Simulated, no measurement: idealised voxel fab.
Documented hereafter: the process module known as voxel transistor to metal.
For reference, the cross-section in this document is cut, with width 290 nm and square cells of 5 nm.
Throughout this document, each cross-section is represented as a grid of square cells and is presented as a sequence of bands enumerated from the top downward, where a band comprises one or more rows of cells. Per band: top height and bottom height in nm, followed by the left-to-right materials and their widths in nm; "everywhere" marks a single material spanning edge to edge, "air" marks empty space. Basically, 0 is our baseline, since under it the wafer straight out of the box is all one material. The bottom band has no lower end and keeps on going down, so it looks like "0 and below". Per-row width for "30->40": begins at first number (top row of band), ends at second number (bottom row), increment between rows held constant. The designation "identical to before", where it is given for a processing step, indicates that no cell of the cross-section was altered in the course of that step. In the "Enclosed empty spaces" entry, you get each enclosed empty space of 8 cells or more, one with no open way to the top, written width x height at distance, distance from the left edge, in nm. Anything after a step's settings on that line? It's the simulator's own note about the step. "overlay nm" on a masked step: distance the mask lay right of its planned place, negative for left.

So here's the lineup of process steps we planned:
step 1: RECEIVE: material Si
step 2: OXIDIZE: depth nm 5
step 3: CONFORMAL_DEP: material SiN, thk nm 10
step 4: MASKED_ETCH: tone cover, mask id ACTIVE, width nm 95, pitch nm 115, etch materials SiN, depth nm 10, overlay nm 0
step 5: MASKED_ETCH: tone cover, mask id ACTIVE, width nm 95, pitch nm 115, etch materials SiO2, depth nm 5, overlay nm 0
step 6: MASKED_ETCH: tone cover, mask id ACTIVE, width nm 95, pitch nm 115, etch materials Si, depth nm 35, overlay nm 0
step 7: FILL_DEP: material SiO2, thk nm 10
step 8: CMP: height nm 10
step 9: SELECTIVE_ETCH: etch materials SiO2, depth nm 5
step 10: STRIP: etch materials SiN
step 11: SELECTIVE_ETCH: etch materials SiO2, depth nm 5
step 12: OXIDIZE: depth nm 5
step 13: DIRECTIONAL_DEP: material polySi, thk nm 20
step 14: DIRECTIONAL_DEP: material SiCN, thk nm 10
step 15: MASKED_ETCH: tone cover, mask id GATE, width nm 15, pitch nm 115, etch materials SiCN, depth nm 20, overlay nm 0
step 16: MASKED_ETCH: tone cover, mask id GATE, width nm 15, pitch nm 115, etch materials polySi, depth nm 30, overlay nm 0
step 17: CONFORMAL_DEP: material SiO2, thk nm 5
step 18: DIRECTIONAL_ETCH: etch materials SiO2, depth nm 5
step 19: CONFORMAL_DEP: material SiN, thk nm 10
step 20: DIRECTIONAL_ETCH: etch materials SiN, depth nm 10
step 21: DIRECTIONAL_ETCH: etch materials SiO2, depth nm 5
step 22: DIRECTIONAL_ETCH: etch materials Si, depth nm 10
step 23: EPI: material nSi, thk nm 10
step 24: FILL_DEP: material SiO2, thk nm 10
step 25: CMP: height nm 25
step 26: DIRECTIONAL_DEP: material SiO2, thk nm 15
step 27: PATTERN: tone open, mask id CONTACT, material resist, width nm 20, thk nm 15, overlay nm 0
step 28: DIRECTIONAL_ETCH: etch materials SiO2, depth nm 40
step 29: STRIP: etch materials resist
step 30: CONFORMAL_DEP: material TiN, thk nm 5
step 31: FILL_DEP: material W, thk nm 10
step 32: CMP: height nm 40
step 33: CONFORMAL_DEP: material SiN, thk nm 5
step 34: DIRECTIONAL_DEP: material lowk, thk nm 20
step 35: DIRECTIONAL_DEP: material aC, thk nm 10
step 36: PATTERN: tone open, mask id METAL_1, material resist, width nm 20, thk nm 25, overlay nm 0
step 37: DIRECTIONAL_ETCH: etch materials aC, depth nm 10
step 38: STRIP: etch materials resist
step 39: DIRECTIONAL_ETCH: etch materials lowk, depth nm 20
step 40: DIRECTIONAL_ETCH: etch materials SiN, depth nm 5
step 41: STRIP: etch materials aC
step 42: CONFORMAL_DEP: material TiN, thk nm 5
step 43: FILL_DEP: material Cu, thk nm 5
step 44: CMP: height nm 65
step 45: CONFORMAL_DEP: material SiCN, thk nm 5
step 46: DIRECTIONAL_DEP: material lowk, thk nm 30
step 47: DIRECTIONAL_DEP: material aC, thk nm 15
step 48: PATTERN: tone open, mask id METAL_2, material resist, width nm 20, pitch nm 115, thk nm 35, overlay nm 0
step 49: DIRECTIONAL_ETCH: etch materials aC, depth nm 15
step 50: STRIP: etch materials resist
step 51: DIRECTIONAL_ETCH: etch materials lowk, depth nm 20
step 52: STRIP: etch materials aC
step 53: MASKED_ETCH: tone open, mask id METAL_2_HOLES, width nm 15, pitch nm 115, etch materials lowk, depth nm 10, overlay nm 0
step 54: MASKED_ETCH: tone open, mask id METAL_2_HOLES, width nm 15, pitch nm 115, etch materials SiCN, depth nm 5, overlay nm 0
step 55: CONFORMAL_DEP: material TiN, thk nm 5
step 56: FILL_DEP: material Cu, thk nm 5
step 57: CMP: height nm 100
step 58: CONFORMAL_DEP: material SiCN, thk nm 5

First wafer of two (run as planned):

Incoming wafer in cross-section (state: after step 1):
  0 and below = Si everywhere
  Enclosed empty spaces: none

After step 2, in cross-section:
  0 down to -5 = SiO2 everywhere
  No changes below -5.

After step 3, in cross-section:
  10 down to 0 = SiN everywhere
  No changes below 0.

After step 4, in cross-section:
  10 down to 0 = air=40, then SiN=95, then air=20, then SiN=95, then air=40
  No changes below 0.

After step 5, in cross-section:
  10 down to 0 = air=40, then SiN=95, then air=20, then SiN=95, then air=40
  0 down to -5 = air=40, then SiO2=95, then air=20, then SiO2=95, then air=40
  No changes below -5.

After step 6, in cross-section:
  10 down to 0 = air=40, then SiN=95, then air=20, then SiN=95, then air=40
  0 down to -5 = air=40, then SiO2=95, then air=20, then SiO2=95, then air=40
  -5 down to -40 = air=40, then Si=95, then air=20, then Si=95, then air=40
  No changes below -40.

After step 7, in cross-section:
  20 down to 10 = SiO2 everywhere
  10 down to 0 = SiO2=40, then SiN=95, then SiO2=20, then SiN=95, then SiO2=40
  0 down to -5 = SiO2 everywhere
  -5 down to -40 = SiO2=40, then Si=95, then SiO2=20, then Si=95, then SiO2=40
  No changes below -40.

After step 8, in cross-section:
  10 down to 0 = SiO2=40, then SiN=95, then SiO2=20, then SiN=95, then SiO2=40
  No changes below 0.

After step 9, in cross-section:
  10 down to 5 = air=40, then SiN=95, then air=20, then SiN=95, then air=40
  No changes below 5.

After step 10, in cross-section:
  5 down to 0 = SiO2=40, then air=95, then SiO2=20, then air=95, then SiO2=40
  No changes below 0.

After step 11, in cross-section:
  0 down to -5 = SiO2=35, then air=105, then SiO2=10, then air=105, then SiO2=35
  No changes below -5.

After step 12, in cross-section:
  0 down to -5 = SiO2=35, then air=105, then SiO2=10, then air=105, then SiO2=35
  -5 down to -10 = SiO2 everywhere
  No changes below -10.

After step 13, in cross-section:
  20 down to 15 = polySi=35, then air=105, then polySi=10, then air=105, then polySi=35
  15 down to 0 = polySi everywhere
  0 down to -5 = SiO2=35, then polySi=105, then SiO2=10, then polySi=105, then SiO2=35
  No changes below -5.

After step 14, in cross-section:
  30 down to 25 = SiCN=35, then air=105, then SiCN=10, then air=105, then SiCN=35
  25 down to 20 = SiCN everywhere
  20 down to 15 = polySi=35, then SiCN=105, then polySi=10, then SiCN=105, then polySi=35
  No changes below 15.

After step 15, in cross-section:
  25 down to 20 = air=80, then SiCN=15, then air=100, then SiCN=15, then air=80
  20 down to 15 = polySi=35, then air=45, then SiCN=15, then air=45, then polySi=10, then air=45, then SiCN=15, then air=45, then polySi=35
  No changes below 15.

After step 16, in cross-section:
  25 down to 15 = air=80, then SiCN=15, then air=100, then SiCN=15, then air=80
  15 down to 0 = air=80, then polySi=15, then air=100, then polySi=15, then air=80
  0 down to -5 = SiO2=35, then air=45, then polySi=15, then air=45, then SiO2=10, then air=45, then polySi=15, then air=45, then SiO2=35
  No changes below -5.

After step 17, in cross-section:
  30 down to 25 = air=75, then SiO2=25, then air=90, then SiO2=25, then air=75
  25 down to 15 = air=75, then SiO2=5, then SiCN=15, then SiO2=5, then air=90, then SiO2=5, then SiCN=15, then SiO2=5, then air=75
  15 down to 5 = air=75, then SiO2=5, then polySi=15, then SiO2=5, then air=90, then SiO2=5, then polySi=15, then SiO2=5, then air=75
  5 down to 0 = SiO2=40, then air=35, then SiO2=5, then polySi=15, then SiO2=5, then air=35, then SiO2=20, then air=35, then SiO2=5, then polySi=15, then SiO2=5, then air=35, then SiO2=40
  0 down to -5 = SiO2=80, then polySi=15, then SiO2=100, then polySi=15, then SiO2=80
  No changes below -5.

After step 18, in cross-section:
  25 down to 15 = air=75, then SiO2=5, then SiCN=15, then SiO2=5, then air=90, then SiO2=5, then SiCN=15, then SiO2=5, then air=75
  15 down to 0 = air=75, then SiO2=5, then polySi=15, then SiO2=5, then air=90, then SiO2=5, then polySi=15, then SiO2=5, then air=75
  0 down to -5 = SiO2=40, then air=35, then SiO2=5, then polySi=15, then SiO2=5, then air=35, then SiO2=20, then air=35, then SiO2=5, then polySi=15, then SiO2=5, then air=35, then SiO2=40
  No changes below -5.

After step 19, in cross-section:
  35 down to 25 = air=65, then SiN=45, then air=70, then SiN=45, then air=65
  25 down to 15 = air=65, then SiN=10, then SiO2=5, then SiCN=15, then SiO2=5, then SiN=10, then air=70, then SiN=10, then SiO2=5, then SiCN=15, then SiO2=5, then SiN=10, then air=65
  15 down to 10 = air=65, then SiN=10, then SiO2=5, then polySi=15, then SiO2=5, then SiN=10, then air=70, then SiN=10, then SiO2=5, then polySi=15, then SiO2=5, then SiN=10, then air=65
  10 down to 5 = SiN=50, then air=15, then SiN=10, then SiO2=5, then polySi=15, then SiO2=5, then SiN=10, then air=15, then SiN=40, then air=15, then SiN=10, then SiO2=5, then polySi=15, then SiO2=5, then SiN=10, then air=15, then SiN=50
  5 down to 0 = SiN=75, then SiO2=5, then polySi=15, then SiO2=5, then SiN=90, then SiO2=5, then polySi=15, then SiO2=5, then SiN=75
  0 down to -5 = SiO2=40, then SiN=35, then SiO2=5, then polySi=15, then SiO2=5, then SiN=35, then SiO2=20, then SiN=35, then SiO2=5, then polySi=15, then SiO2=5, then SiN=35, then SiO2=40
  No changes below -5.

After step 20, in cross-section:
  25 down to 15 = air=65, then SiN=10, then SiO2=5, then SiCN=15, then SiO2=5, then SiN=10, then air=70, then SiN=10, then SiO2=5, then SiCN=15, then SiO2=5, then SiN=10, then air=65
  15 down to 0 = air=65, then SiN=10, then SiO2=5, then polySi=15, then SiO2=5, then SiN=10, then air=70, then SiN=10, then SiO2=5, then polySi=15, then SiO2=5, then SiN=10, then air=65
  0 down to -5 = SiO2=40, then SiN=10, then air=15, then SiN=10, then SiO2=5, then polySi=15, then SiO2=5, then SiN=10, then air=15, then SiN=10, then SiO2=20, then SiN=10, then air=15, then SiN=10, then SiO2=5, then polySi=15, then SiO2=5, then SiN=10, then air=15, then SiN=10, then SiO2=40
  No changes below -5.

After step 21, in cross-section:
  25 down to 20 = air=65, then SiN=10, then air=5, then SiCN=15, then air=5, then SiN=10, then air=70, then SiN=10, then air=5, then SiCN=15, then air=5, then SiN=10, then air=65
  20 down to 15 = air=65, then SiN=10, then SiO2=5, then SiCN=15, then SiO2=5, then SiN=10, then air=70, then SiN=10, then SiO2=5, then SiCN=15, then SiO2=5, then SiN=10, then air=65
  15 down to 0 = air=65, then SiN=10, then SiO2=5, then polySi=15, then SiO2=5, then SiN=10, then air=70, then SiN=10, then SiO2=5, then polySi=15, then SiO2=5, then SiN=10, then air=65
  0 down to -5 = air=40, then SiN=10, then air=15, then SiN=10, then SiO2=5, then polySi=15, then SiO2=5, then SiN=10, then air=15, then SiN=10, then air=20, then SiN=10, then air=15, then SiN=10, then SiO2=5, then polySi=15, then SiO2=5, then SiN=10, then air=15, then SiN=10, then air=40
  -5 down to -10 = SiO2=50, then air=15, then SiO2=45, then air=15, then SiO2=40, then air=15, then SiO2=45, then air=15, then SiO2=50
  No changes below -10.

After step 22, in cross-section:
  25 down to 20 = air=65, then SiN=10, then air=5, then SiCN=15, then air=5, then SiN=10, then air=70, then SiN=10, then air=5, then SiCN=15, then air=5, then SiN=10, then air=65
  20 down to 15 = air=65, then SiN=10, then SiO2=5, then SiCN=15, then SiO2=5, then SiN=10, then air=70, then SiN=10, then SiO2=5, then SiCN=15, then SiO2=5, then SiN=10, then air=65
  15 down to 0 = air=65, then SiN=10, then SiO2=5, then polySi=15, then SiO2=5, then SiN=10, then air=70, then SiN=10, then SiO2=5, then polySi=15, then SiO2=5, then SiN=10, then air=65
  0 down to -5 = air=40, then SiN=10, then air=15, then SiN=10, then SiO2=5, then polySi=15, then SiO2=5, then SiN=10, then air=15, then SiN=10, then air=20, then SiN=10, then air=15, then SiN=10, then SiO2=5, then polySi=15, then SiO2=5, then SiN=10, then air=15, then SiN=10, then air=40
  -5 down to -10 = SiO2=50, then air=15, then SiO2=45, then air=15, then SiO2=40, then air=15, then SiO2=45, then air=15, then SiO2=50
  -10 down to -20 = SiO2=40, then Si=10, then air=15, then Si=45, then air=15, then Si=10, then SiO2=20, then Si=10, then air=15, then Si=45, then air=15, then Si=10, then SiO2=40
  No changes below -20.

After step 23, in cross-section:
  25 down to 20 = air=65, then SiN=10, then air=5, then SiCN=15, then air=5, then SiN=10, then air=70, then SiN=10, then air=5, then SiCN=15, then air=5, then SiN=10, then air=65
  20 down to 15 = air=65, then SiN=10, then SiO2=5, then SiCN=15, then SiO2=5, then SiN=10, then air=70, then SiN=10, then SiO2=5, then SiCN=15, then SiO2=5, then SiN=10, then air=65
  15 down to 0 = air=65, then SiN=10, then SiO2=5, then polySi=15, then SiO2=5, then SiN=10, then air=70, then SiN=10, then SiO2=5, then polySi=15, then SiO2=5, then SiN=10, then air=65
  0 down to -5 = air=40, then SiN=10, then nSi=15, then SiN=10, then SiO2=5, then polySi=15, then SiO2=5, then SiN=10, then nSi=15, then SiN=10, then air=20, then SiN=10, then nSi=15, then SiN=10, then SiO2=5, then polySi=15, then SiO2=5, then SiN=10, then nSi=15, then SiN=10, then air=40
  -5 down to -10 = SiO2=50, then nSi=15, then SiO2=45, then nSi=15, then SiO2=40, then nSi=15, then SiO2=45, then nSi=15, then SiO2=50
  -10 down to -20 = SiO2=40, then Si=10, then nSi=15, then Si=45, then nSi=15, then Si=10, then SiO2=20, then Si=10, then nSi=15, then Si=45, then nSi=15, then Si=10, then SiO2=40
  No changes below -20.

After step 24, in cross-section:
  35 down to 25 = SiO2 everywhere
  25 down to 15 = SiO2=65, then SiN=10, then SiO2=5, then SiCN=15, then SiO2=5, then SiN=10, then SiO2=70, then SiN=10, then SiO2=5, then SiCN=15, then SiO2=5, then SiN=10, then SiO2=65
  15 down to 0 = SiO2=65, then SiN=10, then SiO2=5, then polySi=15, then SiO2=5, then SiN=10, then SiO2=70, then SiN=10, then SiO2=5, then polySi=15, then SiO2=5, then SiN=10, then SiO2=65
  0 down to -5 = SiO2=40, then SiN=10, then nSi=15, then SiN=10, then SiO2=5, then polySi=15, then SiO2=5, then SiN=10, then nSi=15, then SiN=10, then SiO2=20, then SiN=10, then nSi=15, then SiN=10, then SiO2=5, then polySi=15, then SiO2=5, then SiN=10, then nSi=15, then SiN=10, then SiO2=40
  No changes below -5.

After step 25, in cross-section:
  25 down to 15 = SiO2=65, then SiN=10, then SiO2=5, then SiCN=15, then SiO2=5, then SiN=10, then SiO2=70, then SiN=10, then SiO2=5, then SiCN=15, then SiO2=5, then SiN=10, then SiO2=65
  No changes below 15.

After step 26, in cross-section:
  40 down to 25 = SiO2 everywhere
  No changes below 25.

After step 27, in cross-section:
  55 down to 40 = resist=45, then air=20, then resist=45, then air=20, then resist=30, then air=20, then resist=45, then air=20, then resist=45
  No changes below 40.

After step 28, in cross-section:
  55 down to 40 = resist=45, then air=20, then resist=45, then air=20, then resist=30, then air=20, then resist=45, then air=20, then resist=45
  40 down to 25 = SiO2=45, then air=20, then SiO2=45, then air=20, then SiO2=30, then air=20, then SiO2=45, then air=20, then SiO2=45
  25 down to 15 = SiO2=45, then air=20, then SiN=10, then SiO2=5, then SiCN=15, then SiO2=5, then SiN=10, then air=20, then SiO2=30, then air=20, then SiN=10, then SiO2=5, then SiCN=15, then SiO2=5, then SiN=10, then air=20, then SiO2=45
  15 down to 0 = SiO2=45, then air=20, then SiN=10, then SiO2=5, then polySi=15, then SiO2=5, then SiN=10, then air=20, then SiO2=30, then air=20, then SiN=10, then SiO2=5, then polySi=15, then SiO2=5, then SiN=10, then air=20, then SiO2=45
  No changes below 0.

After step 29, in cross-section:
  40 down to 25 = SiO2=45, then air=20, then SiO2=45, then air=20, then SiO2=30, then air=20, then SiO2=45, then air=20, then SiO2=45
  No changes below 25.

After step 30, in cross-section:
  45 down to 40 = TiN=50, then air=10, then TiN=55, then air=10, then TiN=40, then air=10, then TiN=55, then air=10, then TiN=50
  40 down to 25 = SiO2=45, then TiN=5, then air=10, then TiN=5, then SiO2=45, then TiN=5, then air=10, then TiN=5, then SiO2=30, then TiN=5, then air=10, then TiN=5, then SiO2=45, then TiN=5, then air=10, then TiN=5, then SiO2=45
  25 down to 15 = SiO2=45, then TiN=5, then air=10, then TiN=5, then SiN=10, then SiO2=5, then SiCN=15, then SiO2=5, then SiN=10, then TiN=5, then air=10, then TiN=5, then SiO2=30, then TiN=5, then air=10, then TiN=5, then SiN=10, then SiO2=5, then SiCN=15, then SiO2=5, then SiN=10, then TiN=5, then air=10, then TiN=5, then SiO2=45
  15 down to 5 = SiO2=45, then TiN=5, then air=10, then TiN=5, then SiN=10, then SiO2=5, then polySi=15, then SiO2=5, then SiN=10, then TiN=5, then air=10, then TiN=5, then SiO2=30, then TiN=5, then air=10, then TiN=5, then SiN=10, then SiO2=5, then polySi=15, then SiO2=5, then SiN=10, then TiN=5, then air=10, then TiN=5, then SiO2=45
  5 down to 0 = SiO2=45, then TiN=20, then SiN=10, then SiO2=5, then polySi=15, then SiO2=5, then SiN=10, then TiN=20, then SiO2=30, then TiN=20, then SiN=10, then SiO2=5, then polySi=15, then SiO2=5, then SiN=10, then TiN=20, then SiO2=45
  No changes below 0.

After step 31, in cross-section:
  55 down to 45 = W everywhere
  45 down to 40 = TiN=50, then W=10, then TiN=55, then W=10, then TiN=40, then W=10, then TiN=55, then W=10, then TiN=50
  40 down to 25 = SiO2=45, then TiN=5, then W=10, then TiN=5, then SiO2=45, then TiN=5, then W=10, then TiN=5, then SiO2=30, then TiN=5, then W=10, then TiN=5, then SiO2=45, then TiN=5, then W=10, then TiN=5, then SiO2=45
  25 down to 15 = SiO2=45, then TiN=5, then W=10, then TiN=5, then SiN=10, then SiO2=5, then SiCN=15, then SiO2=5, then SiN=10, then TiN=5, then W=10, then TiN=5, then SiO2=30, then TiN=5, then W=10, then TiN=5, then SiN=10, then SiO2=5, then SiCN=15, then SiO2=5, then SiN=10, then TiN=5, then W=10, then TiN=5, then SiO2=45
  15 down to 5 = SiO2=45, then TiN=5, then W=10, then TiN=5, then SiN=10, then SiO2=5, then polySi=15, then SiO2=5, then SiN=10, then TiN=5, then W=10, then TiN=5, then SiO2=30, then TiN=5, then W=10, then TiN=5, then SiN=10, then SiO2=5, then polySi=15, then SiO2=5, then SiN=10, then TiN=5, then W=10, then TiN=5, then SiO2=45
  No changes below 5.

After step 32, in cross-section:
  40 down to 25 = SiO2=45, then TiN=5, then W=10, then TiN=5, then SiO2=45, then TiN=5, then W=10, then TiN=5, then SiO2=30, then TiN=5, then W=10, then TiN=5, then SiO2=45, then TiN=5, then W=10, then TiN=5, then SiO2=45
  No changes below 25.

After step 33, in cross-section:
  45 down to 40 = SiN everywhere
  No changes below 40.

After step 34, in cross-section:
  65 down to 45 = lowk everywhere
  No changes below 45.

After step 35, in cross-section:
  75 down to 65 = aC everywhere
  No changes below 65.

After step 36, in cross-section:
  100 down to 75 = resist=45, then air=20, then resist=45, then air=20, then resist=30, then air=20, then resist=45, then air=20, then resist=45
  No changes below 75.

After step 37, in cross-section:
  90 down to 75 = resist=45, then air=20, then resist=45, then air=20, then resist=30, then air=20, then resist=45, then air=20, then resist=45
  75 down to 65 = aC=45, then air=20, then aC=45, then air=20, then aC=30, then air=20, then aC=45, then air=20, then aC=45
  No changes below 65.

After step 38, in cross-section:
  75 down to 65 = aC=45, then air=20, then aC=45, then air=20, then aC=30, then air=20, then aC=45, then air=20, then aC=45
  No changes below 65.

After step 39, in cross-section:
  75 down to 65 = aC=45, then air=20, then aC=45, then air=20, then aC=30, then air=20, then aC=45, then air=20, then aC=45
  65 down to 45 = lowk=45, then air=20, then lowk=45, then air=20, then lowk=30, then air=20, then lowk=45, then air=20, then lowk=45
  No changes below 45.

After step 40, in cross-section:
  75 down to 65 = aC=45, then air=20, then aC=45, then air=20, then aC=30, then air=20, then aC=45, then air=20, then aC=45
  65 down to 45 = lowk=45, then air=20, then lowk=45, then air=20, then lowk=30, then air=20, then lowk=45, then air=20, then lowk=45
  45 down to 40 = SiN=45, then air=20, then SiN=45, then air=20, then SiN=30, then air=20, then SiN=45, then air=20, then SiN=45
  No changes below 40.

After step 41, in cross-section:
  65 down to 45 = lowk=45, then air=20, then lowk=45, then air=20, then lowk=30, then air=20, then lowk=45, then air=20, then lowk=45
  No changes below 45.

After step 42, in cross-section:
  70 down to 65 = TiN=50, then air=10, then TiN=55, then air=10, then TiN=40, then air=10, then TiN=55, then air=10, then TiN=50
  65 down to 45 = lowk=45, then TiN=5, then air=10, then TiN=5, then lowk=45, then TiN=5, then air=10, then TiN=5, then lowk=30, then TiN=5, then air=10, then TiN=5, then lowk=45, then TiN=5, then air=10, then TiN=5, then lowk=45
  45 down to 40 = SiN=45, then TiN=20, then SiN=45, then TiN=20, then SiN=30, then TiN=20, then SiN=45, then TiN=20, then SiN=45
  No changes below 40.

After step 43, in cross-section:
  75 down to 70 = Cu everywhere
  70 down to 65 = TiN=50, then Cu=10, then TiN=55, then Cu=10, then TiN=40, then Cu=10, then TiN=55, then Cu=10, then TiN=50
  65 down to 45 = lowk=45, then TiN=5, then Cu=10, then TiN=5, then lowk=45, then TiN=5, then Cu=10, then TiN=5, then lowk=30, then TiN=5, then Cu=10, then TiN=5, then lowk=45, then TiN=5, then Cu=10, then TiN=5, then lowk=45
  No changes below 45.

After step 44, in cross-section:
  65 down to 45 = lowk=45, then TiN=5, then Cu=10, then TiN=5, then lowk=45, then TiN=5, then Cu=10, then TiN=5, then lowk=30, then TiN=5, then Cu=10, then TiN=5, then lowk=45, then TiN=5, then Cu=10, then TiN=5, then lowk=45
  No changes below 45.

After step 45, in cross-section:
  70 down to 65 = SiCN everywhere
  No changes below 65.

After step 46, in cross-section:
  100 down to 70 = lowk everywhere
  No changes below 70.

After step 47, in cross-section:
  115 down to 100 = aC everywhere
  No changes below 100.

After step 48, in cross-section:
  150 down to 115 = resist=45, then air=20, then resist=95, then air=20, then resist=110
  No changes below 115.

After step 49, in cross-section:
  135 down to 115 = resist=45, then air=20, then resist=95, then air=20, then resist=110
  115 down to 100 = aC=45, then air=20, then aC=95, then air=20, then aC=110
  No changes below 100.

After step 50, in cross-section:
  115 down to 100 = aC=45, then air=20, then aC=95, then air=20, then aC=110
  No changes below 100.

After step 51, in cross-section:
  115 down to 100 = aC=45, then air=20, then aC=95, then air=20, then aC=110
  100 down to 80 = lowk=45, then air=20, then lowk=95, then air=20, then lowk=110
  No changes below 80.

After step 52, in cross-section:
  100 down to 80 = lowk=45, then air=20, then lowk=95, then air=20, then lowk=110
  No changes below 80.

After step 53, in cross-section:
  100 down to 80 = lowk=45, then air=20, then lowk=95, then air=20, then lowk=110
  80 down to 70 = lowk=45, then air=15, then lowk=100, then air=15, then lowk=115
  No changes below 70.

After step 54, in cross-section:
  100 down to 80 = lowk=45, then air=20, then lowk=95, then air=20, then lowk=110
  80 down to 70 = lowk=45, then air=15, then lowk=100, then air=15, then lowk=115
  70 down to 65 = SiCN=45, then air=15, then SiCN=100, then air=15, then SiCN=115
  No changes below 65.

After step 55, in cross-section:
  105 down to 100 = TiN=50, then air=10, then TiN=105, then air=10, then TiN=115
  100 down to 85 = lowk=45, then TiN=5, then air=10, then TiN=5, then lowk=95, then TiN=5, then air=10, then TiN=5, then lowk=110
  85 down to 80 = lowk=45, then TiN=5, then air=5, then TiN=10, then lowk=95, then TiN=5, then air=5, then TiN=10, then lowk=110
  80 down to 70 = lowk=45, then TiN=5, then air=5, then TiN=5, then lowk=100, then TiN=5, then air=5, then TiN=5, then lowk=115
  70 down to 65 = SiCN=45, then TiN=15, then SiCN=100, then TiN=15, then SiCN=115
  No changes below 65.

After step 56, in cross-section:
  110 down to 105 = Cu everywhere
  105 down to 100 = TiN=50, then Cu=10, then TiN=105, then Cu=10, then TiN=115
  100 down to 85 = lowk=45, then TiN=5, then Cu=10, then TiN=5, then lowk=95, then TiN=5, then Cu=10, then TiN=5, then lowk=110
  85 down to 80 = lowk=45, then TiN=5, then Cu=5, then TiN=10, then lowk=95, then TiN=5, then Cu=5, then TiN=10, then lowk=110
  80 down to 70 = lowk=45, then TiN=5, then Cu=5, then TiN=5, then lowk=100, then TiN=5, then Cu=5, then TiN=5, then lowk=115
  No changes below 70.

After step 57, in cross-section:
  100 down to 85 = lowk=45, then TiN=5, then Cu=10, then TiN=5, then lowk=95, then TiN=5, then Cu=10, then TiN=5, then lowk=110
  No changes below 85.

After step 58, in cross-section:
  105 down to 100 = SiCN everywhere
  No changes below 100.

For the second wafer, take the first wafer's start and plan, then add one mistake made in running it; everything through step 45, that step included, is shared with the first:

Cross-sectional view of the second wafer at the intended end time of process step 46:
  85 down to 70 = aC everywhere
  No changes below 70.

Cross-sectional view of the second wafer at the intended end time of process step 47:
  115 down to 85 = lowk everywhere
  No changes below 85.

Cross-sectional view of the second wafer at the intended end time of process step 48:
  150 down to 115 = resist=45, then air=20, then resist=95, then air=20, then resist=110
  No changes below 115.

Cross-sectional view of the second wafer at the intended end time of process step 49:
  135 down to 115 = resist=45, then air=20, then resist=95, then air=20, then resist=110
  No changes below 115.

Cross-sectional view of the second wafer at the intended end time of process step 50:
  115 down to 85 = lowk everywhere
  No changes below 85.

Cross-sectional view of the second wafer at the intended end time of process step 51:
  95 down to 85 = lowk everywhere
  No changes below 85.

Cross-sectional view of the second wafer at the intended end time of process step 52: identical to before

Cross-sectional view of the second wafer at the intended end time of process step 53:
  95 down to 85 = lowk=45, then air=15, then lowk=100, then air=15, then lowk=115
  No changes below 85.

Cross-sectional view of the second wafer at the intended end time of process step 54: identical to before

Cross-sectional view of the second wafer at the intended end time of process step 55:
  100 down to 95 = TiN=50, then air=5, then TiN=110, then air=5, then TiN=120
  95 down to 90 = lowk=45, then TiN=5, then air=5, then TiN=5, then lowk=100, then TiN=5, then air=5, then TiN=5, then lowk=115
  90 down to 85 = lowk=45, then TiN=15, then lowk=100, then TiN=15, then lowk=115
  No changes below 85.

Cross-sectional view of the second wafer at the intended end time of process step 56:
  105 down to 100 = Cu everywhere
  100 down to 95 = TiN=50, then Cu=5, then TiN=110, then Cu=5, then TiN=120
  95 down to 90 = lowk=45, then TiN=5, then Cu=5, then TiN=5, then lowk=100, then TiN=5, then Cu=5, then TiN=5, then lowk=115
  No changes below 90.

Cross-sectional view of the second wafer at the intended end time of process step 57:
  100 down to 95 = TiN=50, then Cu=5, then TiN=110, then Cu=5, then TiN=120
  No changes below 95.

Cross-sectional view of the second wafer at the intended end time of process step 58:
  105 down to 100 = SiCN everywhere
  No changes below 100.
Deviation from plan: transposition of steps 46 and 47 relative to the planned sequence
At the finish, the second wafer shows more or fewer cells for some materials than the first does: Cu: 14 fewer, SiCN: 6 more, TiN: 34 more, aC: 174 more, lowk: 200 fewer
